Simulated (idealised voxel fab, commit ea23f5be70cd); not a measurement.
You're looking at the process module voxel transistor to metal.
Cross-sectional view cut (width: 290 nm; square cell size: 5 nm).
Think of the cross-section as a grid of square cells. We describe it in bands, top to bottom, and each band covers one or more rows of those cells. The entry gives the band's vertical extent as a top height and a bottom height in nm, then its horizontal make-up as materials from left to right, each with a width in nm. "blank" stands for empty space; a single material marked "everywhere" fills the band edge to edge. Measure heights from 0. That's the level where, below it, the as-received wafer is all one material. The lowest band is bottomless and extends downward; write it as in "0 -> down". The width entry "30 to 40" should be interpreted row by row: the top row of cells in the band takes the first number, the bottom row takes the second number, and the change between adjacent rows is uniform throughout. Basically "left unchanged" means that step didn't change any cell in the cross-section. The list in "Unvented internal voids" covers empty spaces of 8 cells or more that cannot reach the top through any open way, and it gives each as width x height at distance; the distance is from the left edge, and width, height and distance are in nm. What comes after the settings on a step's line is commentary from the simulator itself on that step. overlay nm: where the mask lay relative to plan, measured to the right, on steps with a mask; negatives go left.

[Listed below are the process steps as planned]
step 1: RECEIVE [material Si]
step 2: OXIDIZE [depth nm 5]
step 3: CONFORMAL_DEP [material SiN] [thk nm 10]
step 4: DIRECTIONAL_DEP [material aC] [thk nm 10]
step 5: PATTERN [tone cover] [mask id ACTIVE] [material resist] [width nm 100] [pitch nm 125] [thk nm 30] [overlay nm 0]
step 6: DIRECTIONAL_ETCH [etch materials aC] [depth nm 10]
step 7: STRIP [etch materials resist]
step 8: DIRECTIONAL_ETCH [etch materials SiN] [depth nm 10]
step 9: DIRECTIONAL_ETCH [etch materials SiO2] [depth nm 5]
step 10: DIRECTIONAL_ETCH [etch materials Si] [depth nm 20]
step 11: STRIP [etch materials aC]
step 12: OXIDIZE [depth nm 5]
step 13: FILL_DEP [material SiO2] [thk nm 5]
step 14: CMP [height nm 10]
step 15: SELECTIVE_ETCH [etch materials SiO2] [depth nm 5]
step 16: STRIP [etch materials SiN]
step 17: SELECTIVE_ETCH [etch materials SiO2] [depth nm 5]
step 18: OXIDIZE [depth nm 5]
step 19: DIRECTIONAL_DEP [material polySi] [thk nm 30]
step 20: DIRECTIONAL_DEP [material SiCN] [thk nm 10]
step 21: MASKED_ETCH [tone cover] [mask id GATE] [width nm 30] [pitch nm 125] [etch materials SiCN] [depth nm 20] [overlay nm 0]
step 22: MASKED_ETCH [tone cover] [mask id GATE] [width nm 30] [pitch nm 125] [etch materials polySi] [depth nm 40] [overlay nm 0]
step 23: CONFORMAL_DEP [material SiN] [thk nm 5]
step 24: DIRECTIONAL_ETCH [etch materials SiN] [depth nm 5]
step 25: DIRECTIONAL_ETCH [etch materials SiO2] [depth nm 5]
step 26: DIRECTIONAL_ETCH [etch materials Si] [depth nm 10]
step 27: EPI [material SiGe] [thk nm 10]
step 28: FILL_DEP [material SiO2] [thk nm 5]
step 29: CMP [height nm 25]
step 30: STRIP [etch materials polySi]
step 31: SELECTIVE_ETCH [etch materials SiO2] [depth nm 5]
step 32: CONFORMAL_DEP [material HfO2] [thk nm 5]
step 33: CONFORMAL_DEP [material TiN] [thk nm 5]
step 34: FILL_DEP [material W] [thk nm 5]
step 35: CMP [height nm 20]
step 36: DIRECTIONAL_DEP [material SiO2] [thk nm 10]
step 37: DIRECTIONAL_DEP [material aC] [thk nm 15]
step 38: PATTERN [tone open] [mask id CONTACT] [material resist] [width nm 15] [thk nm 30] [overlay nm 0]
step 39: DIRECTIONAL_ETCH [etch materials aC] [depth nm 15]
step 40: STRIP [etch materials resist]
step 41: DIRECTIONAL_ETCH [etch materials SiO2] [depth nm 40]
step 42: STRIP [etch materials aC]
step 43: CONFORMAL_DEP [material TiN] [thk nm 5]
step 44: FILL_DEP [material Ru] [thk nm 5]
step 45: CMP [height nm 30]
step 46: CONFORMAL_DEP [material SiN] [thk nm 5]
step 47: DIRECTIONAL_DEP [material lowk] [thk nm 25]
step 48: PATTERN [tone open] [mask id METAL_1] [material resist] [width nm 15] [thk nm 20] [overlay nm 0]
step 49: DIRECTIONAL_ETCH [etch materials lowk] [depth nm 15]
step 50: DIRECTIONAL_ETCH [etch materials SiN] [depth nm 5]
step 51: STRIP [etch materials resist]
step 52: CONFORMAL_DEP [material TiN] [thk nm 5]
step 53: FILL_DEP [material Cu] [thk nm 5]
step 54: CMP [height nm 60]
step 55: CONFORMAL_DEP [material SiN] [thk nm 5]
Variable across wafers: step 49 depth nm (plan value is that of the first wafer; starting state common to all).

[The first of several wafers, as received after step 1, seen in section]
> 0 -> down  Si everywhere
> Unvented internal voids: none

[Per-wafer rows below. For each material: cells gained (+) or lost (-) since the wafer was received, as of end of module. Then: closed voids]
depth nm 15 | +8 Cu | +36 HfO2 | +28 Ru | -244 Si | +56 SiGe | +140 SiN | +340 SiO2 | +120 TiN | +16 W | +254 lowk | Unvented internal voids: none
depth nm 20 | +12 Cu | +36 HfO2 | +28 Ru | -244 Si | +56 SiGe | +140 SiN | +340 SiO2 | +128 TiN | +16 W | +242 lowk | Unvented internal voids: none
depth nm 25 | +20 Cu | +36 HfO2 | +28 Ru | -244 Si | +56 SiGe | +128 SiN | +340 SiO2 | +144 TiN | +16 W | +230 lowk | Unvented internal voids: none
depth nm 30 | +20 Cu | +36 HfO2 | +28 Ru | -244 Si | +56 SiGe | +128 SiN | +340 SiO2 | +144 TiN | +16 W | +230 lowk | Unvented internal voids: none
depth nm 35 | +20 Cu | +36 HfO2 | +28 Ru | -244 Si | +56 SiGe | +128 SiN | +340 SiO2 | +144 TiN | +16 W | +230 lowk | Unvented internal voids: none
depth nm 40 | +20 Cu | +36 HfO2 | +28 Ru | -244 Si | +56 SiGe | +128 SiN | +340 SiO2 | +144 TiN | +16 W | +230 lowk | Unvented internal voids: none
